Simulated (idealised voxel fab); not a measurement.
Process module, titled voxel air gaps
Square cell edge 5 nm, section width 260 nm, ID cut.
If you're reading a cross-section in this doc, picture square cells in a grid; it comes to you as bands, top ones listed first down to the bottom, and a band can be one or more rows of cells. Band: top height; bottom height; in nm. Then, left to right: material with width in nm, for each material. "all across": a single material spanning edge to edge. "blank": empty space. Note: height 0 marks the level under which the wafer is uniformly one material as received. Lowest band unbounded below, written "0 nm and below". Graded width ("30..40"): value in top row of band = first number; value in bottom row = second number; row-to-row change constant. Step note "stayed the same" = no cross-section cell changed. Entry "Enclosed void catalog". Content: empty spaces with no open connection to the top, size 8 cells or greater. Each: width x height at distance. Distance: from left edge. Unit: nm. Note: text after step settings on the step line = simulator remark on that step. For masked steps, "overlay nm" on the step line gives how far right of plan the mask actually lay; a minus sign means it lay to the left.

Intended process steps
1. RECEIVE with material Si
2. CONFORMAL_DEP with material SiO2, thk nm 10
3. CONFORMAL_DEP with material SiCN, thk nm 5
4. DIRECTIONAL_DEP with material lowk, thk nm 40
5. DIRECTIONAL_DEP with material aC, thk nm 15
6. PATTERN with tone open, mask id LINES, material resist, width nm 25, pitch nm 50, thk nm 35, overlay nm 0
7. DIRECTIONAL_ETCH with etch materials aC, depth nm 15
8. STRIP with etch materials resist
9. DIRECTIONAL_ETCH with etch materials lowk, depth nm 40
10. STRIP with etch materials aC
11. CONFORMAL_DEP with material TiN, thk nm 5
12. FILL_DEP with material W, thk nm 5
13. CMP with height nm 55
14. EPI with material Ru, thk nm 10
15. SELECTIVE_ETCH with etch materials lowk, depth nm 50
16. CONFORMAL_DEP with material SiCN, thk nm 5

Shown in cross-section is the wafer as received, that is, as it stands after step 1
0 nm and below  Si all across
Enclosed void catalog: none

What the wafer looks like in cross-section after this module, when it starts as shown above and follows the plan above but one mistake is made in running it
70 nm to 65 nm  blank (30) | SiCN (205) | blank (25)
65 nm to 55 nm  blank (30) | SiCN (5) | Ru (45) | SiCN (5) | Ru (45) | SiCN (5) | Ru (45) | SiCN (5) | Ru (45) | SiCN (5) | blank (25)
55 nm to 50 nm  blank (30) | SiCN (15) | TiN (5) | W (15) | TiN (5) | SiCN (25) | TiN (5) | W (15) | TiN (5) | SiCN (25) | TiN (5) | W (15) | TiN (5) | SiCN (25) | TiN (5) | W (15) | TiN (5) | SiCN (15) | blank (25)
50 nm to 20 nm  blank (40) | SiCN (5) | TiN (5) | W (15) | TiN (5) | SiCN (5) | blank (15) | SiCN (5) | TiN (5) | W (15) | TiN (5) | SiCN (5) | blank (15) | SiCN (5) | TiN (5) | W (15) | TiN (5) | SiCN (5) | blank (15) | SiCN (5) | TiN (5) | W (15) | TiN (5) | SiCN (5) | blank (35)
20 nm to 15 nm  SiCN (45) | TiN (25) | SiCN (25) | TiN (25) | SiCN (25) | TiN (25) | SiCN (25) | TiN (25) | SiCN (40)
15 nm to 10 nm  SiCN all across
10 nm to 0 nm  SiO2 all across
0 nm and below  Si all across
Enclosed void catalog: 15 x 30 at 75; 15 x 30 at 125; 15 x 30 at 175
Where did the run depart from the plan? contrary to plan, step 6 was performed as PATTERN with tone open, mask id LINES, material resist, width nm 25, pitch nm 50, thk nm 35, overlay nm 5
